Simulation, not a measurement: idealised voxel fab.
process module | voxel wiring stack
It is cross-section cut that appears here, measuring 170 nm in width, its square cells being 5 nm in size.
Throughout this document, each cross-section is represented as a grid of square cells and is presented as a sequence of bands enumerated from the top downward, where a band comprises one or more rows of cells.
Quick guide to a band line: top height, bottom height (nm) up front; then every material left to right with its width in nm. Only one material and it's marked "full width"? Then it fills the band edge to edge. And "empty" just means empty space.
Height is counted from the level 0, under which the received wafer is composed throughout of one material. The lowest of the bands is not closed at the bottom but continues downward, in the notation "0 nm and below".
With a width like "30..40", each row of cells in the band differs from the next by the same amount, the top row carrying the first number and the bottom row the second.
"no change" (step): cross-section cells unchanged, all of them.
What "Enclosed void entries" gives you is every empty space of 8 cells or more that is cut off from the top. Each appears as width x height at distance, with the distance taken from the left edge and width, height and distance all in nm.
Formally, on a step line, whatever follows the settings is a remark that the simulator itself makes on the step.
"overlay nm" on a masked step: distance the mask lay right of its planned place, negative for left.
# Below is the list of planned process steps
1: RECEIVE | material Si
2: CONFORMAL_DEP | material SiO2 | thk nm 15
3: DIRECTIONAL_DEP | material TiN | thk nm 5
4: DIRECTIONAL_DEP | material W | thk nm 20
5: PATTERN | tone cover | mask id METAL_1 | material resist | width nm 20 | pitch nm 45 | thk nm 20 | overlay nm 0
6: DIRECTIONAL_ETCH | etch materials W | depth nm 20
7: DIRECTIONAL_ETCH | etch materials TiN | depth nm 5
8: STRIP | etch materials resist
9: CONFORMAL_DEP | material SiCN | thk nm 5
10: FILL_DEP | material lowk | thk nm 10
11: CMP | height nm 40
12: CONFORMAL_DEP | material SiCN | thk nm 5
13: DIRECTIONAL_DEP | material lowk | thk nm 10
14: DIRECTIONAL_DEP | material aC | thk nm 10
15: PATTERN | tone open | mask id PLUG_1 | material resist | width nm 15 | pitch nm 45 | thk nm 30 | overlay nm 0
16: DIRECTIONAL_ETCH | etch materials aC | depth nm 10
17: STRIP | etch materials resist
18: DIRECTIONAL_ETCH | etch materials lowk | depth nm 10
19: DIRECTIONAL_ETCH | etch materials SiCN | depth nm 5
20: STRIP | etch materials aC
21: EPI | material Ru | thk nm 10
22: EPI | material Ru | thk nm 5
23: CONFORMAL_DEP | material SiCN | thk nm 5
24: DIRECTIONAL_DEP | material SiO2 | thk nm 25
25: DIRECTIONAL_DEP | material aC | thk nm 15
26: PATTERN | tone open | mask id METAL_2 | material resist | width nm 20 | pitch nm 45 | thk nm 30 | overlay nm 0
27: DIRECTIONAL_ETCH | etch materials aC | depth nm 15
28: STRIP | etch materials resist
29: DIRECTIONAL_ETCH | etch materials SiO2 | depth nm 25
30: DIRECTIONAL_ETCH | etch materials SiCN | depth nm 5
31: STRIP | etch materials aC
32: CONFORMAL_DEP | material TiN | thk nm 5
33: FILL_DEP | material Cu | thk nm 10
34: CMP | height nm 85
35: CONFORMAL_DEP | material SiCN | thk nm 5
36: DIRECTIONAL_DEP | material SiO2 | thk nm 30
37: MASKED_ETCH | tone open | mask id METAL_3_HOLES | width nm 15 | pitch nm 45 | etch materials SiO2 | depth nm 30 | overlay nm 0
38: MASKED_ETCH | tone open | mask id METAL_3 | width nm 20 | pitch nm 45 | etch materials SiO2 | depth nm 20 | overlay nm 0
39: MASKED_ETCH | tone open | mask id METAL_3 | width nm 20 | pitch nm 45 | etch materials SiCN | depth nm 5 | overlay nm 0
40: CONFORMAL_DEP | material TiN | thk nm 5
41: FILL_DEP | material Ru | thk nm 5
42: CMP | height nm 120
43: CONFORMAL_DEP | material SiCN | thk nm 5
44: DIRECTIONAL_DEP | material SiO2 | thk nm 30
45: MASKED_ETCH | tone open | mask id METAL_4_HOLES | width nm 15 | pitch nm 90 | etch materials SiO2 | depth nm 30 | overlay nm 0
46: MASKED_ETCH | tone open | mask id METAL_4 | width nm 20 | pitch nm 45 | etch materials SiO2 | depth nm 20 | overlay nm 0
47: MASKED_ETCH | tone open | mask id METAL_4 | width nm 20 | pitch nm 45 | etch materials SiCN | depth nm 5 | overlay nm 0
48: CONFORMAL_DEP | material TiN | thk nm 5
49: FILL_DEP | material Ru | thk nm 5
50: CMP | height nm 155
51: CONFORMAL_DEP | material SiN | thk nm 5
# So this is the incoming wafer in cross-section - it's already been through step 1
0 nm and below  Si full width
Enclosed void entries: none
# Wafer cross-section at module end: first of two, run to plan
160 nm to 155 nm  SiN full width
155 nm to 140 nm  SiO2 30  TiN 5  Ru 10  TiN 5  SiO2 25  TiN 5  Ru 10  TiN 5  SiO2 25  TiN 5  Ru 10  TiN 5  SiO2 30
140 nm to 135 nm  SiO2 30  TiN 5  Ru 5  TiN 10  SiO2 25  TiN 20  SiO2 25  TiN 5  Ru 5  TiN 10  SiO2 30
135 nm to 125 nm  SiO2 30  TiN 5  Ru 5  TiN 5  SiO2 75  TiN 5  Ru 5  TiN 5  SiO2 35
125 nm to 120 nm  SiCN 30  TiN 15  SiCN 75  TiN 15  SiCN 35
120 nm to 105 nm  SiO2 30  TiN 5  Ru 10  TiN 5  SiO2 25  TiN 5  Ru 10  TiN 5  SiO2 25  TiN 5  Ru 10  TiN 5  SiO2 30
105 nm to 100 nm  SiO2 30  TiN 5  Ru 5  TiN 10  SiO2 25  TiN 5  Ru 5  TiN 10  SiO2 25  TiN 5  Ru 5  TiN 10  SiO2 30
100 nm to 90 nm  SiO2 30  TiN 5  Ru 5  TiN 5  SiO2 30  TiN 5  Ru 5  TiN 5  SiO2 30  TiN 5  Ru 5  TiN 5  SiO2 35
90 nm to 85 nm  SiCN 30  TiN 15  SiCN 30  TiN 15  SiCN 30  TiN 15  SiCN 35
85 nm to 60 nm  SiO2 30  TiN 5  Cu 10  TiN 5  SiO2 25  TiN 5  Cu 10  TiN 5  SiO2 25  TiN 5  Cu 10  TiN 5  SiO2 30
60 nm to 55 nm  SiCN 30  TiN 20  SiCN 25  TiN 20  SiCN 25  TiN 20  SiCN 30
55 nm to 45 nm  lowk 30  Ru 15  lowk 30  Ru 15  lowk 30  Ru 15  lowk 35
45 nm to 40 nm  SiCN 30  Ru 15  SiCN 30  Ru 15  SiCN 30  Ru 15  SiCN 35
40 nm to 20 nm  lowk 25  SiCN 5  W 20  SiCN 5  lowk 15  SiCN 5  W 20  SiCN 5  lowk 15  SiCN 5  W 20  SiCN 5  lowk 25
20 nm to 15 nm  SiCN 30  TiN 20  SiCN 25  TiN 20  SiCN 25  TiN 20  SiCN 30
15 nm to 0 nm  SiO2 full width
0 nm and below  Si full width
Enclosed void entries: none
# The second wafer, shown in cross-section after the module: started the same way as the first and given the same plan, yet one mistake crept into how it was run
160 nm to 155 nm  SiN full width
155 nm to 140 nm  SiO2 30  TiN 5  Ru 10  TiN 5  SiO2 25  TiN 5  Ru 10  TiN 5  SiO2 25  TiN 5  Ru 10  TiN 5  SiO2 30
140 nm to 135 nm  SiO2 30  TiN 5  Ru 5  TiN 10  SiO2 25  TiN 20  SiO2 25  TiN 5  Ru 5  TiN 10  SiO2 30
135 nm to 125 nm  SiO2 30  TiN 5  Ru 5  TiN 5  SiO2 75  TiN 5  Ru 5  TiN 5  SiO2 35
125 nm to 120 nm  SiCN 30  TiN 15  SiCN 75  TiN 15  SiCN 35
120 nm to 105 nm  SiO2 30  TiN 5  Ru 10  TiN 5  SiO2 25  TiN 5  Ru 10  TiN 5  SiO2 25  TiN 5  Ru 10  TiN 5  SiO2 30
105 nm to 100 nm  SiO2 30  TiN 5  Ru 5  TiN 10  SiO2 25  TiN 5  Ru 5  TiN 10  SiO2 25  TiN 5  Ru 5  TiN 10  SiO2 30
100 nm to 90 nm  SiO2 30  TiN 5  Ru 5  TiN 5  SiO2 30  TiN 5  Ru 5  TiN 5  SiO2 30  TiN 5  Ru 5  TiN 5  SiO2 35
90 nm to 85 nm  SiCN 30  TiN 15  SiCN 30  TiN 15  SiCN 30  TiN 15  SiCN 35
85 nm to 60 nm  Cu 25  TiN 5  SiO2 20  TiN 5  Cu 15  TiN 5  SiO2 20  TiN 5  Cu 15  TiN 5  SiO2 20  TiN 5  Cu 25
60 nm to 55 nm  TiN 30  SiCN 20  TiN 25  SiCN 20  TiN 25  SiCN 20  TiN 30
55 nm to 45 nm  lowk 30  Ru 15  lowk 30  Ru 15  lowk 30  Ru 15  lowk 35
45 nm to 40 nm  SiCN 30  Ru 15  SiCN 30  Ru 15  SiCN 30  Ru 15  SiCN 35
40 nm to 20 nm  lowk 25  SiCN 5  W 20  SiCN 5  lowk 15  SiCN 5  W 20  SiCN 5  lowk 15  SiCN 5  W 20  SiCN 5  lowk 25
20 nm to 15 nm  SiCN 30  TiN 20  SiCN 25  TiN 20  SiCN 25  TiN 20  SiCN 30
15 nm to 0 nm  SiO2 full width
0 nm and below  Si full width
Enclosed void entries: none
What went wrong in running the wafer? step 26 deviated from plan and actually ran as PATTERN | tone cover | mask id METAL_2 | material resist | width nm 20 | pitch nm 45 | thk nm 30 | overlay nm 0
Final cells, second wafer relative to first, materials higher or lower: +50 Cu; -10 SiCN; -50 SiO2; +10 TiN
